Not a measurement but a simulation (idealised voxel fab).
A process module follows: voxel capacitor over wiring.
The width of the displayed cross-section, cut, is 170 nm; its cells are square, with a size of 5 nm.
Cross-section layout: square cells on a grid; listed as bands, top to bottom; a band spans one or more cell rows. For a band, the entry starts with two heights in nm, that of the top and then that of the bottom, and carries on with the band's materials in order from left to right, each alongside its width in nm; the word "throughout" beside a single material means it fills the band edge to edge, and "air" means empty space. Counting heights begins at 0, where everything beneath is, in the wafer as received, one material. The lowest band has no bottom; it goes on downwards, as "0 down" shows. The two numbers in a width such as "30 to 40" mark its ends across the band: the first belongs to the top row of cells, the second to the bottom row, and from each row to the next the width moves by the same amount. When a step is marked "no modification", none of the cells in the cross-section changed during that step. Each empty space that has no open way to the top and spans at least 8 cells appears under "Entrapped voids" as width x height at distance, the distance counted from the left edge, all in nm. What comes after the settings on a step's line is commentary from the simulator itself on that step. On any step carrying a mask, the "overlay nm" setting, if present on the step's line, tells how far right of its planned place the mask lay; negative values point to the left.
-- Here's what the planned process steps look like
step 1: RECEIVE (material Si)
step 2: CONFORMAL_DEP (material SiO2; thk nm 15)
step 3: DIRECTIONAL_DEP (material TiN; thk nm 5)
step 4: DIRECTIONAL_DEP (material W; thk nm 20)
step 5: PATTERN (tone cover; mask id METAL_1; material resist; width nm 20; pitch nm 75; thk nm 15; overlay nm 0)
step 6: DIRECTIONAL_ETCH (etch materials W; depth nm 20)
step 7: DIRECTIONAL_ETCH (etch materials TiN; depth nm 5)
step 8: STRIP (etch materials resist)
step 9: CONFORMAL_DEP (material SiCN; thk nm 5)
step 10: FILL_DEP (material lowk; thk nm 10)
step 11: CMP (height nm 40)
step 12: CONFORMAL_DEP (material SiCN; thk nm 5)
step 13: DIRECTIONAL_DEP (material lowk; thk nm 20)
step 14: MASKED_ETCH (tone open; mask id PLUG_1; width nm 15; etch materials lowk; depth nm 20; overlay nm 0)
step 15: MASKED_ETCH (tone open; mask id PLUG_1; width nm 15; etch materials SiCN; depth nm 5; overlay nm 0)
step 16: EPI (material Ru; thk nm 10)
step 17: EPI (material Ru; thk nm 10)
step 18: EPI (material Ru; thk nm 5)
step 19: DIRECTIONAL_DEP (material TiN; thk nm 10)
step 20: DIRECTIONAL_DEP (material SiN; thk nm 5)
step 21: DIRECTIONAL_DEP (material TiN; thk nm 5)
step 22: DIRECTIONAL_DEP (material aC; thk nm 15)
step 23: PATTERN (tone cover; mask id UPPER_PLATE; material resist; width nm 60; thk nm 30; overlay nm 0)
step 24: DIRECTIONAL_ETCH (etch materials aC; depth nm 15)
step 25: STRIP (etch materials resist)
step 26: DIRECTIONAL_ETCH (etch materials TiN; depth nm 5)
step 27: DIRECTIONAL_ETCH (etch materials SiN; depth nm 5)
step 28: STRIP (etch materials aC)
step 29: DIRECTIONAL_DEP (material aC; thk nm 15)
step 30: PATTERN (tone cover; mask id LOWER_PLATE; material resist; width nm 70; thk nm 30; overlay nm 0)
step 31: DIRECTIONAL_ETCH (etch materials aC; depth nm 15)
step 32: STRIP (etch materials resist)
step 33: DIRECTIONAL_ETCH (etch materials TiN; depth nm 10)
step 34: STRIP (etch materials aC)
step 35: FILL_DEP (material SiO2; thk nm 20)
step 36: CMP (height nm 100)
step 37: MASKED_ETCH (tone open; mask id PLUG_2; width nm 15; etch materials SiO2; depth nm 15; overlay nm 0)
step 38: CONFORMAL_DEP (material TiN; thk nm 5)
step 39: FILL_DEP (material W; thk nm 5)
step 40: CMP (height nm 100)
step 41: CONFORMAL_DEP (material SiCN; thk nm 5)
-- First wafer, two in total, run as planned
-- As-received state of the wafer in cross-section, equivalent to post-step 1
> 0 down | Si throughout
> Entrapped voids: none
-- The wafer, seen in cross-section, after step 2
> 15 to 0 | SiO2 throughout
> Nothing below the height 0 has changed.
-- The wafer, seen in cross-section, after step 3
> 20 to 15 | TiN throughout
> Nothing below the height 15 has changed.
-- The wafer, seen in cross-section, after step 4
> 40 to 20 | W throughout
> Nothing below the height 20 has changed.
-- The wafer, seen in cross-section, after step 5
> 55 to 40 | 35 air, 20 resist, 55 air, 20 resist, 40 air
> Nothing below the height 40 has changed.
-- The wafer, seen in cross-section, after step 6
> 55 to 40 | 35 air, 20 resist, 55 air, 20 resist, 40 air
> 40 to 20 | 35 air, 20 W, 55 air, 20 W, 40 air
> Nothing below the height 20 has changed.
-- The wafer, seen in cross-section, after step 7
> 55 to 40 | 35 air, 20 resist, 55 air, 20 resist, 40 air
> 40 to 20 | 35 air, 20 W, 55 air, 20 W, 40 air
> 20 to 15 | 35 air, 20 TiN, 55 air, 20 TiN, 40 air
> Nothing below the height 15 has changed.
-- The wafer, seen in cross-section, after step 8
> 40 to 20 | 35 air, 20 W, 55 air, 20 W, 40 air
> Nothing below the height 20 has changed.
-- The wafer, seen in cross-section, after step 9
> 45 to 40 | 30 air, 30 SiCN, 45 air, 30 SiCN, 35 air
> 40 to 20 | 30 air, 5 SiCN, 20 W, 5 SiCN, 45 air, 5 SiCN, 20 W, 5 SiCN, 35 air
> 20 to 15 | 35 SiCN, 20 TiN, 55 SiCN, 20 TiN, 40 SiCN
> Nothing below the height 15 has changed.
-- The wafer, seen in cross-section, after step 10
> 55 to 45 | lowk throughout
> 45 to 40 | 30 lowk, 30 SiCN, 45 lowk, 30 SiCN, 35 lowk
> 40 to 20 | 30 lowk, 5 SiCN, 20 W, 5 SiCN, 45 lowk, 5 SiCN, 20 W, 5 SiCN, 35 lowk
> Nothing below the height 20 has changed.
-- The wafer, seen in cross-section, after step 11
> 40 to 20 | 30 lowk, 5 SiCN, 20 W, 5 SiCN, 45 lowk, 5 SiCN, 20 W, 5 SiCN, 35 lowk
> Nothing below the height 20 has changed.
-- The wafer, seen in cross-section, after step 12
> 45 to 40 | SiCN throughout
> Nothing below the height 40 has changed.
-- The wafer, seen in cross-section, after step 13
> 65 to 45 | lowk throughout
> Nothing below the height 45 has changed.
-- The wafer, seen in cross-section, after step 14
> 65 to 45 | 40 lowk, 15 air, 115 lowk
> Nothing below the height 45 has changed.
-- The wafer, seen in cross-section, after step 15
> 65 to 45 | 40 lowk, 15 air, 115 lowk
> 45 to 40 | 40 SiCN, 15 air, 115 SiCN
> Nothing below the height 40 has changed.
-- The wafer, seen in cross-section, after step 16
> 65 to 50 | 40 lowk, 15 air, 115 lowk
> 50 to 45 | 40 lowk, 15 Ru, 115 lowk
> 45 to 40 | 40 SiCN, 15 Ru, 115 SiCN
> Nothing below the height 40 has changed.
-- The wafer, seen in cross-section, after step 17
> 65 to 60 | 40 lowk, 15 air, 115 lowk
> 60 to 45 | 40 lowk, 15 Ru, 115 lowk
> Nothing below the height 45 has changed.
-- The wafer, seen in cross-section, after step 18
> 65 to 45 | 40 lowk, 15 Ru, 115 lowk
> Nothing below the height 45 has changed.
-- The wafer, seen in cross-section, after step 19
> 75 to 65 | TiN throughout
> Nothing below the height 65 has changed.
-- The wafer, seen in cross-section, after step 20
> 80 to 75 | SiN throughout
> Nothing below the height 75 has changed.
-- The wafer, seen in cross-section, after step 21
> 85 to 80 | TiN throughout
> Nothing below the height 80 has changed.
-- The wafer, seen in cross-section, after step 22
> 100 to 85 | aC throughout
> Nothing below the height 85 has changed.
-- The wafer, seen in cross-section, after step 23
> 130 to 100 | 40 air, 60 resist, 70 air
> Nothing below the height 100 has changed.
-- The wafer, seen in cross-section, after step 24
> 115 to 100 | 40 air, 60 resist, 70 air
> 100 to 85 | 40 air, 60 aC, 70 air
> Nothing below the height 85 has changed.
-- The wafer, seen in cross-section, after step 25
> 100 to 85 | 40 air, 60 aC, 70 air
> Nothing below the height 85 has changed.
-- The wafer, seen in cross-section, after step 26
> 100 to 85 | 40 air, 60 aC, 70 air
> 85 to 80 | 40 air, 60 TiN, 70 air
> Nothing below the height 80 has changed.
-- The wafer, seen in cross-section, after step 27
> 100 to 85 | 40 air, 60 aC, 70 air
> 85 to 80 | 40 air, 60 TiN, 70 air
> 80 to 75 | 40 air, 60 SiN, 70 air
> Nothing below the height 75 has changed.
-- The wafer, seen in cross-section, after step 28
> 85 to 80 | 40 air, 60 TiN, 70 air
> Nothing below the height 80 has changed.
-- The wafer, seen in cross-section, after step 29
> 100 to 90 | 40 air, 60 aC, 70 air
> 90 to 85 | aC throughout
> 85 to 80 | 40 aC, 60 TiN, 70 aC
> 80 to 75 | 40 aC, 60 SiN, 70 aC
> Nothing below the height 75 has changed.
-- The wafer, seen in cross-section, after step 30
> 130 to 100 | 35 air, 70 resist, 65 air
> 100 to 90 | 35 air, 5 resist, 60 aC, 5 resist, 65 air
> Nothing below the height 90 has changed.
-- The wafer, seen in cross-section, after step 31
> 115 to 100 | 35 air, 70 resist, 65 air
> 100 to 90 | 35 air, 5 resist, 60 aC, 5 resist, 65 air
> 90 to 85 | 35 air, 70 aC, 65 air
> 85 to 80 | 35 air, 5 aC, 60 TiN, 5 aC, 65 air
> 80 to 75 | 35 air, 5 aC, 60 SiN, 5 aC, 65 air
> Nothing below the height 75 has changed.
-- The wafer, seen in cross-section, after step 32
> 100 to 90 | 40 air, 60 aC, 70 air
> Nothing below the height 90 has changed.
-- The wafer, seen in cross-section, after step 33
> 100 to 90 | 40 air, 60 aC, 70 air
> 90 to 85 | 35 air, 70 aC, 65 air
> 85 to 80 | 35 air, 5 aC, 60 TiN, 5 aC, 65 air
> 80 to 75 | 35 air, 5 aC, 60 SiN, 5 aC, 65 air
> 75 to 65 | 35 air, 70 TiN, 65 air
> Nothing below the height 65 has changed.
-- The wafer, seen in cross-section, after step 34
> 85 to 80 | 40 air, 60 TiN, 70 air
> 80 to 75 | 40 air, 60 SiN, 70 air
> Nothing below the height 75 has changed.
-- The wafer, seen in cross-section, after step 35
> 105 to 85 | SiO2 throughout
> 85 to 80 | 40 SiO2, 60 TiN, 70 SiO2
> 80 to 75 | 40 SiO2, 60 SiN, 70 SiO2
> 75 to 65 | 35 SiO2, 70 TiN, 65 SiO2
> Nothing below the height 65 has changed.
-- The wafer, seen in cross-section, after step 36
> 100 to 85 | SiO2 throughout
> Nothing below the height 85 has changed.
-- The wafer, seen in cross-section, after step 37
> 100 to 85 | 50 SiO2, 15 air, 105 SiO2
> Nothing below the height 85 has changed.
-- The wafer, seen in cross-section, after step 38
> 105 to 100 | 55 TiN, 5 air, 110 TiN
> 100 to 90 | 50 SiO2, 5 TiN, 5 air, 5 TiN, 105 SiO2
> 90 to 80 | 50 to 40 SiO2, 15 to 60 TiN, 105 to 70 SiO2
> Nothing below the height 80 has changed.
-- The wafer, seen in cross-section, after step 39
> 110 to 105 | W throughout
> 105 to 100 | 55 TiN, 5 W, 110 TiN
> 100 to 90 | 50 SiO2, 5 TiN, 5 W, 5 TiN, 105 SiO2
> Nothing below the height 90 has changed.
-- The wafer, seen in cross-section, after step 40
> 100 to 90 | 50 SiO2, 5 TiN, 5 W, 5 TiN, 105 SiO2
> Nothing below the height 90 has changed.
-- The wafer, seen in cross-section, after step 41
> 105 to 100 | SiCN throughout
> Nothing below the height 100 has changed.
-- Okay, second wafer. Nothing different at the start, nothing different in the plan, just one mistake somewhere in the running. As far as step 20, counting that step, it's the first wafer all over again
Cross-section of the second wafer corresponding to the planned conclusion of step 21: no modification
-- Cross-section of the second wafer corresponding to the planned conclusion of step 22
> 95 to 80 | aC throughout
> Nothing below the height 80 has changed.
-- Cross-section of the second wafer corresponding to the planned conclusion of step 23
> 125 to 95 | 40 air, 60 resist, 70 air
> Nothing below the height 95 has changed.
-- Cross-section of the second wafer corresponding to the planned conclusion of step 24
> 110 to 95 | 40 air, 60 resist, 70 air
> 95 to 80 | 40 air, 60 aC, 70 air
> Nothing below the height 80 has changed.
-- Cross-section of the second wafer corresponding to the planned conclusion of step 25
> 95 to 80 | 40 air, 60 aC, 70 air
> Nothing below the height 80 has changed.
Cross-section of the second wafer corresponding to the planned conclusion of step 26: no modification
-- Cross-section of the second wafer corresponding to the planned conclusion of step 27
> 95 to 80 | 40 air, 60 aC, 70 air
> 80 to 75 | 40 air, 60 SiN, 70 air
> Nothing below the height 75 has changed.
-- Cross-section of the second wafer corresponding to the planned conclusion of step 28
> 80 to 75 | 40 air, 60 SiN, 70 air
> Nothing below the height 75 has changed.
-- Cross-section of the second wafer corresponding to the planned conclusion of step 29
> 95 to 90 | 40 air, 60 aC, 70 air
> 90 to 80 | aC throughout
> 80 to 75 | 40 aC, 60 SiN, 70 aC
> Nothing below the height 75 has changed.
-- Cross-section of the second wafer corresponding to the planned conclusion of step 30
> 125 to 95 | 35 air, 70 resist, 65 air
> 95 to 90 | 35 air, 5 resist, 60 aC, 5 resist, 65 air
> Nothing below the height 90 has changed.
-- Cross-section of the second wafer corresponding to the planned conclusion of step 31
> 110 to 95 | 35 air, 70 resist, 65 air
> 95 to 90 | 35 air, 5 resist, 60 aC, 5 resist, 65 air
> 90 to 80 | 35 air, 70 aC, 65 air
> 80 to 75 | 35 air, 5 aC, 60 SiN, 5 aC, 65 air
> Nothing below the height 75 has changed.
-- Cross-section of the second wafer corresponding to the planned conclusion of step 32
> 95 to 90 | 40 air, 60 aC, 70 air
> Nothing below the height 90 has changed.
-- Cross-section of the second wafer corresponding to the planned conclusion of step 33
> 95 to 90 | 40 air, 60 aC, 70 air
> 90 to 80 | 35 air, 70 aC, 65 air
> 80 to 75 | 35 air, 5 aC, 60 SiN, 5 aC, 65 air
> 75 to 65 | 35 air, 70 TiN, 65 air
> Nothing below the height 65 has changed.
-- Cross-section of the second wafer corresponding to the planned conclusion of step 34
> 80 to 75 | 40 air, 60 SiN, 70 air
> Nothing below the height 75 has changed.
-- Cross-section of the second wafer corresponding to the planned conclusion of step 35
> 100 to 80 | SiO2 throughout
> 80 to 75 | 40 SiO2, 60 SiN, 70 SiO2
> 75 to 65 | 35 SiO2, 70 TiN, 65 SiO2
> Nothing below the height 65 has changed.
Cross-section of the second wafer corresponding to the planned conclusion of step 36: no modification
-- Cross-section of the second wafer corresponding to the planned conclusion of step 37
> 100 to 85 | 50 SiO2, 15 air, 105 SiO2
> Nothing below the height 85 has changed.
-- Cross-section of the second wafer corresponding to the planned conclusion of step 38
> 105 to 100 | 55 TiN, 5 air, 110 TiN
> 100 to 90 | 50 SiO2, 5 TiN, 5 air, 5 TiN, 105 SiO2
> 90 to 85 | 50 SiO2, 15 TiN, 105 SiO2
> Nothing below the height 85 has changed.
-- Cross-section of the second wafer corresponding to the planned conclusion of step 39
> 110 to 105 | W throughout
> 105 to 100 | 55 TiN, 5 W, 110 TiN
> 100 to 90 | 50 SiO2, 5 TiN, 5 W, 5 TiN, 105 SiO2
> Nothing below the height 90 has changed.
-- Cross-section of the second wafer corresponding to the planned conclusion of step 40
> 100 to 90 | 50 SiO2, 5 TiN, 5 W, 5 TiN, 105 SiO2
> Nothing below the height 90 has changed.
-- Cross-section of the second wafer corresponding to the planned conclusion of step 41
> 105 to 100 | SiCN throughout
> Nothing below the height 100 has changed.
Here's what went sideways: heads up, step 21 of the plan was skipped and never actually ran
Looking at both finished wafers in cells, the second ends up ahead of or behind the first on some materials: SiO2: 12 more, TiN: 12 fewer
